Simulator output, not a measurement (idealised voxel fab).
process module | voxel lift off
cross-section cut | 285 nm wide | cells 5 nm
A cross-section is a grid of square cells, given in bands from the top down. A band is one or more rows of cells.
Each band's line starts with the height of the band's top and of its bottom, in nm. Then come its materials from left to right, each with its width in nm. One material with "throughout" fills the band from edge to edge. "air" is empty space.
Height 0 is the level under which the wafer as received is all one material. The lowest band goes on downwards, as in "0 down".
A width such as "30 to 40" changes by the same amount from each row of cells to the next, from the band's top row to its bottom row.
"no change" after a step means that no cell of the cross-section changed.
closed voids: empty space of 8 cells or more with no open way to the top, each as width x height at its distance from the left edge, in nm
after a step's settings: what the simulator itself notes on the step
overlay nm, on a step with a mask: how far to the right of its planned place the mask lay; to the left if negative
plan
1 op RECEIVE | material Si
2 op CONFORMAL_DEP | material Al2O3 | thk nm 5
3 op PATTERN | tone open | mask id LINES | material resist | width nm 20 | pitch nm 50 | thk nm 20 | overlay nm 0
4 op DIRECTIONAL_DEP | material Ru | thk nm 10
5 op STRIP | etch materials resist
6 op CONFORMAL_DEP | material SiN | thk nm 5
as received, after step 1
  0 down: Si throughout
  closed voids: none
a wafer at the end: this start, this plan, one mistake
  30 to 25: air 50 | SiN 30 | air 20 | SiN 30 | air 20 | SiN 30 | air 20 | SiN 30 | air 55
  25 to 20: air 50 | SiN 5 | Ru 20 | SiN 5 | air 20 | SiN 5 | Ru 20 | SiN 5 | air 20 | SiN 5 | Ru 20 | SiN 5 | air 20 | SiN 5 | Ru 20 | SiN 5 | air 55
  20 to 15: SiN 55 | Ru 20 | SiN 30 | Ru 20 | SiN 30 | Ru 20 | SiN 30 | Ru 20 | SiN 60
  15 to 0: Al2O3 throughout
  0 down: Si throughout
  closed voids: none
what went wrong: step 2 ran as: op CONFORMAL_DEP | material Al2O3 | thk nm 15
